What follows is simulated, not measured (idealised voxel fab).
voxel capacitor over wiring: a process module
We display cut, a cross-section 210 nm in width whose square cells are each 5 nm.
A cross-section in this document is a grid of square cells, and it is written down as bands, the top band listed before the ones below it; a band is made up of one or more rows of cells. Within each band entry, the heights of the top and of the bottom of the band appear first, in that order and in nm; the materials of the band then follow from left to right, each with its corresponding width in nm. The designation "full width" on a single material indicates that it fills the band from edge to edge; the designation "empty" indicates empty space. Height datum 0, below which the as-received substrate wafer is one material. Lowest band open at the bottom, running downward: "0 down". A width given as "30 to 40" starts at the first number in the band's top row and ends at the second number in its bottom row, shifting by an equal amount at every step from row to row. Where a step carries "no alteration", the cross-section came out of it unchanged, cell for cell. Look at "Trapped void list" for the closed voids: empty spaces with no open path to the top, sized 8 cells or up. Each is width x height at distance, distance from the left edge, all nm. Text after the settings on a step's line: the simulator's own remark on that step. Each step line may optionally specify "overlay nm", which for a step with a mask gives the rightward distance between the mask's planned place and where it lay, a negative value indicating the leftward direction.

Process steps (planned)
1 RECEIVE, material Si
2 CONFORMAL_DEP, material SiO2, thk nm 10
3 CONFORMAL_DEP, material SiCN, thk nm 5
4 DIRECTIONAL_DEP, material lowk, thk nm 25
5 PATTERN, tone open, mask id METAL_1, material resist, width nm 25, pitch nm 90, thk nm 20, overlay nm 0
6 DIRECTIONAL_ETCH, etch materials lowk, depth nm 25
7 DIRECTIONAL_ETCH, etch materials SiCN, depth nm 5
8 STRIP, etch materials resist
9 CONFORMAL_DEP, material TiN, thk nm 5
10 FILL_DEP, material Ru, thk nm 10
11 CMP, height nm 40
12 CONFORMAL_DEP, material SiCN, thk nm 5
13 DIRECTIONAL_DEP, material SiO2, thk nm 20
14 PATTERN, tone open, mask id PLUG_1, material resist, width nm 15, thk nm 20, overlay nm 0
15 DIRECTIONAL_ETCH, etch materials SiO2, depth nm 20
16 DIRECTIONAL_ETCH, etch materials SiCN, depth nm 5
17 STRIP, etch materials resist
18 EPI, material Ru, thk nm 10
19 EPI, material Ru, thk nm 10
20 EPI, material Ru, thk nm 5
21 DIRECTIONAL_DEP, material TiN, thk nm 5
22 DIRECTIONAL_DEP, material Al2O3, thk nm 5
23 DIRECTIONAL_DEP, material TiN, thk nm 5
24 DIRECTIONAL_DEP, material aC, thk nm 15
25 PATTERN, tone cover, mask id UPPER_PLATE, material resist, width nm 70, thk nm 35, overlay nm 0
26 DIRECTIONAL_ETCH, etch materials aC, depth nm 15
27 STRIP, etch materials resist
28 DIRECTIONAL_ETCH, etch materials TiN, depth nm 5
29 DIRECTIONAL_ETCH, etch materials Al2O3, depth nm 5
30 STRIP, etch materials aC
31 DIRECTIONAL_DEP, material aC, thk nm 10
32 PATTERN, tone cover, mask id LOWER_PLATE, material resist, width nm 80, thk nm 25, overlay nm 0
33 DIRECTIONAL_ETCH, etch materials aC, depth nm 10
34 STRIP, etch materials resist
35 DIRECTIONAL_ETCH, etch materials TiN, depth nm 5
36 STRIP, etch materials aC
37 FILL_DEP, material SiO2, thk nm 20
38 CMP, height nm 95
39 PATTERN, tone open, mask id PLUG_2, material resist, width nm 15, thk nm 20, overlay nm 0
40 DIRECTIONAL_ETCH, etch materials SiO2, depth nm 15
41 STRIP, etch materials resist
42 CONFORMAL_DEP, material TiN, thk nm 5
43 FILL_DEP, material W, thk nm 10
44 CMP, height nm 95
45 CONFORMAL_DEP, material SiN, thk nm 5

First wafer, two in total, run as planned

Cross-section, incoming material, after step 1
0 down: Si full width
Trapped void list: none

Cross-section of the wafer after step 2
10 to 0: SiO2 full width
Everything under 0 stays put, no change at all.

Cross-section of the wafer after step 3
15 to 10: SiCN full width
Everything under 10 stays put, no change at all.

Cross-section of the wafer after step 4
40 to 15: lowk full width
Everything under 15 stays put, no change at all.

Cross-section of the wafer after step 5
60 to 40: 45 nm resist, then 25 nm empty, then 65 nm resist, then 25 nm empty, then 50 nm resist
Everything under 40 stays put, no change at all.

Cross-section of the wafer after step 6
60 to 40: 45 nm resist, then 25 nm empty, then 65 nm resist, then 25 nm empty, then 50 nm resist
40 to 15: 45 nm lowk, then 25 nm empty, then 65 nm lowk, then 25 nm empty, then 50 nm lowk
Everything under 15 stays put, no change at all.

Cross-section of the wafer after step 7
60 to 40: 45 nm resist, then 25 nm empty, then 65 nm resist, then 25 nm empty, then 50 nm resist
40 to 15: 45 nm lowk, then 25 nm empty, then 65 nm lowk, then 25 nm empty, then 50 nm lowk
15 to 10: 45 nm SiCN, then 25 nm empty, then 65 nm SiCN, then 25 nm empty, then 50 nm SiCN
Everything under 10 stays put, no change at all.

Cross-section of the wafer after step 8
40 to 15: 45 nm lowk, then 25 nm empty, then 65 nm lowk, then 25 nm empty, then 50 nm lowk
Everything under 15 stays put, no change at all.

Cross-section of the wafer after step 9
45 to 40: 50 nm TiN, then 15 nm empty, then 75 nm TiN, then 15 nm empty, then 55 nm TiN
40 to 15: 45 nm lowk, then 5 nm TiN, then 15 nm empty, then 5 nm TiN, then 65 nm lowk, then 5 nm TiN, then 15 nm empty, then 5 nm TiN, then 50 nm lowk
15 to 10: 45 nm SiCN, then 25 nm TiN, then 65 nm SiCN, then 25 nm TiN, then 50 nm SiCN
Everything under 10 stays put, no change at all.

Cross-section of the wafer after step 10
55 to 45: Ru full width
45 to 40: 50 nm TiN, then 15 nm Ru, then 75 nm TiN, then 15 nm Ru, then 55 nm TiN
40 to 15: 45 nm lowk, then 5 nm TiN, then 15 nm Ru, then 5 nm TiN, then 65 nm lowk, then 5 nm TiN, then 15 nm Ru, then 5 nm TiN, then 50 nm lowk
Everything under 15 stays put, no change at all.

Cross-section of the wafer after step 11
40 to 15: 45 nm lowk, then 5 nm TiN, then 15 nm Ru, then 5 nm TiN, then 65 nm lowk, then 5 nm TiN, then 15 nm Ru, then 5 nm TiN, then 50 nm lowk
Everything under 15 stays put, no change at all.

Cross-section of the wafer after step 12
45 to 40: SiCN full width
Everything under 40 stays put, no change at all.

Cross-section of the wafer after step 13
65 to 45: SiO2 full width
Everything under 45 stays put, no change at all.

Cross-section of the wafer after step 14
85 to 65: 55 nm resist, then 15 nm empty, then 140 nm resist
Everything under 65 stays put, no change at all.

Cross-section of the wafer after step 15
85 to 65: 55 nm resist, then 15 nm empty, then 140 nm resist
65 to 45: 55 nm SiO2, then 15 nm empty, then 140 nm SiO2
Everything under 45 stays put, no change at all.

Cross-section of the wafer after step 16
85 to 65: 55 nm resist, then 15 nm empty, then 140 nm resist
65 to 45: 55 nm SiO2, then 15 nm empty, then 140 nm SiO2
45 to 40: 55 nm SiCN, then 15 nm empty, then 140 nm SiCN
Everything under 40 stays put, no change at all.

Cross-section of the wafer after step 17
65 to 45: 55 nm SiO2, then 15 nm empty, then 140 nm SiO2
Everything under 45 stays put, no change at all.

Cross-section of the wafer after step 18
65 to 50: 55 nm SiO2, then 15 nm empty, then 140 nm SiO2
50 to 45: 55 nm SiO2, then 15 nm Ru, then 140 nm SiO2
45 to 40: 55 nm SiCN, then 15 nm Ru, then 140 nm SiCN
Everything under 40 stays put, no change at all.

Cross-section of the wafer after step 19
65 to 60: 55 nm SiO2, then 15 nm empty, then 140 nm SiO2
60 to 45: 55 nm SiO2, then 15 nm Ru, then 140 nm SiO2
Everything under 45 stays put, no change at all.

Cross-section of the wafer after step 20
65 to 45: 55 nm SiO2, then 15 nm Ru, then 140 nm SiO2
Everything under 45 stays put, no change at all.

Cross-section of the wafer after step 21
70 to 65: TiN full width
Everything under 65 stays put, no change at all.

Cross-section of the wafer after step 22
75 to 70: Al2O3 full width
Everything under 70 stays put, no change at all.

Cross-section of the wafer after step 23
80 to 75: TiN full width
Everything under 75 stays put, no change at all.

Cross-section of the wafer after step 24
95 to 80: aC full width
Everything under 80 stays put, no change at all.

Cross-section of the wafer after step 25
130 to 95: 55 nm empty, then 70 nm resist, then 85 nm empty
Everything under 95 stays put, no change at all.

Cross-section of the wafer after step 26
115 to 95: 55 nm empty, then 70 nm resist, then 85 nm empty
95 to 80: 55 nm empty, then 70 nm aC, then 85 nm empty
Everything under 80 stays put, no change at all.

Cross-section of the wafer after step 27
95 to 80: 55 nm empty, then 70 nm aC, then 85 nm empty
Everything under 80 stays put, no change at all.

Cross-section of the wafer after step 28
95 to 80: 55 nm empty, then 70 nm aC, then 85 nm empty
80 to 75: 55 nm empty, then 70 nm TiN, then 85 nm empty
Everything under 75 stays put, no change at all.

Cross-section of the wafer after step 29
95 to 80: 55 nm empty, then 70 nm aC, then 85 nm empty
80 to 75: 55 nm empty, then 70 nm TiN, then 85 nm empty
75 to 70: 55 nm empty, then 70 nm Al2O3, then 85 nm empty
Everything under 70 stays put, no change at all.

Cross-section of the wafer after step 30
80 to 75: 55 nm empty, then 70 nm TiN, then 85 nm empty
Everything under 75 stays put, no change at all.

Cross-section of the wafer after step 31
90 to 80: 55 nm empty, then 70 nm aC, then 85 nm empty
80 to 75: 55 nm aC, then 70 nm TiN, then 85 nm aC
75 to 70: 55 nm aC, then 70 nm Al2O3, then 85 nm aC
Everything under 70 stays put, no change at all.

Cross-section of the wafer after step 32
115 to 90: 50 nm empty, then 80 nm resist, then 80 nm empty
90 to 80: 50 nm empty, then 5 nm resist, then 70 nm aC, then 5 nm resist, then 80 nm empty
Everything under 80 stays put, no change at all.

Cross-section of the wafer after step 33
105 to 90: 50 nm empty, then 80 nm resist, then 80 nm empty
90 to 80: 50 nm empty, then 5 nm resist, then 70 nm aC, then 5 nm resist, then 80 nm empty
80 to 75: 50 nm empty, then 5 nm aC, then 70 nm TiN, then 5 nm aC, then 80 nm empty
75 to 70: 50 nm empty, then 5 nm aC, then 70 nm Al2O3, then 5 nm aC, then 80 nm empty
Everything under 70 stays put, no change at all.

Cross-section of the wafer after step 34
90 to 80: 55 nm empty, then 70 nm aC, then 85 nm empty
Everything under 80 stays put, no change at all.

Cross-section of the wafer after step 35
90 to 80: 55 nm empty, then 70 nm aC, then 85 nm empty
80 to 75: 50 nm empty, then 5 nm aC, then 70 nm TiN, then 5 nm aC, then 80 nm empty
75 to 70: 50 nm empty, then 5 nm aC, then 70 nm Al2O3, then 5 nm aC, then 80 nm empty
70 to 65: 50 nm empty, then 80 nm TiN, then 80 nm empty
Everything under 65 stays put, no change at all.

Cross-section of the wafer after step 36
80 to 75: 55 nm empty, then 70 nm TiN, then 85 nm empty
75 to 70: 55 nm empty, then 70 nm Al2O3, then 85 nm empty
Everything under 70 stays put, no change at all.

Cross-section of the wafer after step 37
100 to 80: SiO2 full width
80 to 75: 55 nm SiO2, then 70 nm TiN, then 85 nm SiO2
75 to 70: 55 nm SiO2, then 70 nm Al2O3, then 85 nm SiO2
70 to 65: 50 nm SiO2, then 80 nm TiN, then 80 nm SiO2
Everything under 65 stays put, no change at all.

Cross-section of the wafer after step 38
95 to 80: SiO2 full width
Everything under 80 stays put, no change at all.

Cross-section of the wafer after step 39
115 to 95: 65 nm resist, then 15 nm empty, then 130 nm resist
Everything under 95 stays put, no change at all.

Cross-section of the wafer after step 40
115 to 95: 65 nm resist, then 15 nm empty, then 130 nm resist
95 to 80: 65 nm SiO2, then 15 nm empty, then 130 nm SiO2
Everything under 80 stays put, no change at all.

Cross-section of the wafer after step 41
95 to 80: 65 nm SiO2, then 15 nm empty, then 130 nm SiO2
Everything under 80 stays put, no change at all.

Cross-section of the wafer after step 42
100 to 95: 70 nm TiN, then 5 nm empty, then 135 nm TiN
95 to 85: 65 nm SiO2, then 5 nm TiN, then 5 nm empty, then 5 nm TiN, then 130 nm SiO2
85 to 75: 65 to 55 nm SiO2, then 15 to 70 nm TiN, then 130 to 85 nm SiO2
Everything under 75 stays put, no change at all.

Cross-section of the wafer after step 43
110 to 100: W full width
100 to 95: 70 nm TiN, then 5 nm W, then 135 nm TiN
95 to 85: 65 nm SiO2, then 5 nm TiN, then 5 nm W, then 5 nm TiN, then 130 nm SiO2
Everything under 85 stays put, no change at all.

Cross-section of the wafer after step 44
95 to 85: 65 nm SiO2, then 5 nm TiN, then 5 nm W, then 5 nm TiN, then 130 nm SiO2
Everything under 85 stays put, no change at all.

Cross-section of the wafer after step 45
100 to 95: SiN full width
Everything under 95 stays put, no change at all.

Regarding the second of the two wafers: it shared the first wafer's starting condition and process plan, yet one error occurred during its execution. Its history coincides with that of the first wafer up to and including step 31

Planned end of step 32: second wafer, cross-section
115 to 90: 50 nm resist, then 80 nm empty, then 80 nm resist
90 to 80: 50 nm resist, then 5 nm empty, then 70 nm aC, then 5 nm empty, then 80 nm resist
Everything under 80 stays put, no change at all.

Planned end of step 33: second wafer, cross-section
105 to 80: 50 nm resist, then 80 nm empty, then 80 nm resist
80 to 75: 50 nm aC, then 5 nm empty, then 70 nm TiN, then 5 nm empty, then 80 nm aC
75 to 70: 50 nm aC, then 5 nm empty, then 70 nm Al2O3, then 5 nm empty, then 80 nm aC
Everything under 70 stays put, no change at all.

Planned end of step 34: second wafer, cross-section
80 to 75: 50 nm aC, then 5 nm empty, then 70 nm TiN, then 5 nm empty, then 80 nm aC
Everything under 75 stays put, no change at all.

Planned end of step 35: second wafer, cross-section
80 to 75: 50 nm aC, then 80 nm empty, then 80 nm aC
75 to 70: 50 nm aC, then 5 nm empty, then 70 nm Al2O3, then 5 nm empty, then 80 nm aC
70 to 65: 50 nm TiN, then 5 nm empty, then 70 nm TiN, then 5 nm empty, then 80 nm TiN
Everything under 65 stays put, no change at all.

Planned end of step 36: second wafer, cross-section
75 to 70: 55 nm empty, then 70 nm Al2O3, then 85 nm empty
Everything under 70 stays put, no change at all.

Planned end of step 37: second wafer, cross-section
95 to 75: SiO2 full width
75 to 70: 55 nm SiO2, then 70 nm Al2O3, then 85 nm SiO2
70 to 65: 50 nm TiN, then 5 nm SiO2, then 70 nm TiN, then 5 nm SiO2, then 80 nm TiN
Everything under 65 stays put, no change at all.

Planned end of step 38: second wafer, cross-section: no alteration

Planned end of step 39: second wafer, cross-section
115 to 95: 65 nm resist, then 15 nm empty, then 130 nm resist
Everything under 95 stays put, no change at all.

Planned end of step 40: second wafer, cross-section
115 to 95: 65 nm resist, then 15 nm empty, then 130 nm resist
95 to 80: 65 nm SiO2, then 15 nm empty, then 130 nm SiO2
Everything under 80 stays put, no change at all.

Planned end of step 41: second wafer, cross-section
95 to 80: 65 nm SiO2, then 15 nm empty, then 130 nm SiO2
Everything under 80 stays put, no change at all.

Planned end of step 42: second wafer, cross-section
100 to 95: 70 nm TiN, then 5 nm empty, then 135 nm TiN
95 to 85: 65 nm SiO2, then 5 nm TiN, then 5 nm empty, then 5 nm TiN, then 130 nm SiO2
85 to 80: 65 nm SiO2, then 15 nm TiN, then 130 nm SiO2
Everything under 80 stays put, no change at all.

Planned end of step 43: second wafer, cross-section
110 to 100: W full width
100 to 95: 70 nm TiN, then 5 nm W, then 135 nm TiN
95 to 85: 65 nm SiO2, then 5 nm TiN, then 5 nm W, then 5 nm TiN, then 130 nm SiO2
Everything under 85 stays put, no change at all.

Planned end of step 44: second wafer, cross-section
95 to 85: 65 nm SiO2, then 5 nm TiN, then 5 nm W, then 5 nm TiN, then 130 nm SiO2
Everything under 85 stays put, no change at all.

Planned end of step 45: second wafer, cross-section
100 to 95: SiN full width
Everything under 95 stays put, no change at all.
what went wrong: so step 32 ended up running with a different setting than we planned, it ran as PATTERN, tone open, mask id LOWER_PLATE, material resist, width nm 80, thk nm 25, overlay nm 0
It is noted that, at the conclusion of processing, the second wafer exhibits a higher or lower cell count for certain materials relative to the first: -10 SiO2 | +10 TiN
